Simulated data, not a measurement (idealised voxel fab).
The document below concerns the process module designated voxel quadruple lines.
We display cut, a cross-section 205 nm in width whose square cells are each 5 nm.
A cross-section is a grid of square cells, given in bands from the top down. A band is one or more rows of cells. What a band's entry tells you: where the top is and where the bottom is, as heights in nm, and after that what lies inside, material by material from left to right, each with its width in nm. Empty space is written as the word "blank", and a single material marked with the word "everywhere" occupies the band from edge to edge. The level at which height equals 0 is the one under which the wafer, as it arrives, is entirely one material. No lower edge exists for the bottom band, which continues downward and is notated as in "0 nm and below". A two-number width, for instance "30 to 40", indicates that the width is equal to the first number in the top row of the band and to the second number in the bottom row, and that it changes by a constant amount per row of cells. A step reported as "no change occurred" is a step in which no cell of the cross-section changed. Reported under the label "Enclosed empty spaces" are the empty spaces having no open way to the top and comprising 8 cells or more; the notation for each is width x height at distance, in which the distance is measured from the left edge and all three values are in nm. The remark found on a step's line after its settings is issued by the simulator itself and pertains to that step. overlay nm: right-of-plan distance of the mask on a masked step; negative values mean left-of-plan.

### Listed below are the process steps as planned
1: RECEIVE: material Si
2: CONFORMAL_DEP: material Al2O3, thk nm 5
3: DIRECTIONAL_DEP: material W, thk nm 10
4: DIRECTIONAL_DEP: material polySi, thk nm 20
5: DIRECTIONAL_DEP: material aC, thk nm 20
6: PATTERN: tone cover, mask id MANDREL, material resist, width nm 25, thk nm 30, overlay nm -15
7: DIRECTIONAL_ETCH: etch materials aC, depth nm 20
8: STRIP: etch materials resist
9: CONFORMAL_DEP: material SiO2, thk nm 15
10: DIRECTIONAL_ETCH: etch materials SiO2, depth nm 15
11: STRIP: etch materials aC
12: DIRECTIONAL_ETCH: etch materials polySi, depth nm 20
13: STRIP: etch materials SiO2
14: CONFORMAL_DEP: material SiN, thk nm 5
15: DIRECTIONAL_ETCH: etch materials SiN, depth nm 5
16: STRIP: etch materials polySi
17: DIRECTIONAL_ETCH: etch materials W, depth nm 10
18: STRIP: etch materials SiN
Where the wafers of this document differ is in the overlay nm of step 6; they start out the same, and the plan states the value that applied to the first wafer.

### The as-received cross-section of the first of several wafers corresponds to the state after step 1
* 0 nm and below: Si everywhere
* Enclosed empty spaces: none

### What follows is a table in which each wafer occupies a row; for the wafer as it stands at the close of the module, the row states, material by material, how many cells have been gained (+) or lost (-) since receipt, and then gives its closed voids
overlay nm -15; +41 Al2O3; +8 W; Enclosed empty spaces: none
overlay nm -10; +41 Al2O3; +8 W; Enclosed empty spaces: none
overlay nm -5; +41 Al2O3; +8 W; Enclosed empty spaces: none
overlay nm 0; +41 Al2O3; +8 W; Enclosed empty spaces: none
overlay nm 5; +41 Al2O3; +8 W; Enclosed empty spaces: none
overlay nm 10; +41 Al2O3; +8 W; Enclosed empty spaces: none
overlay nm 15; +41 Al2O3; +8 W; Enclosed empty spaces: none
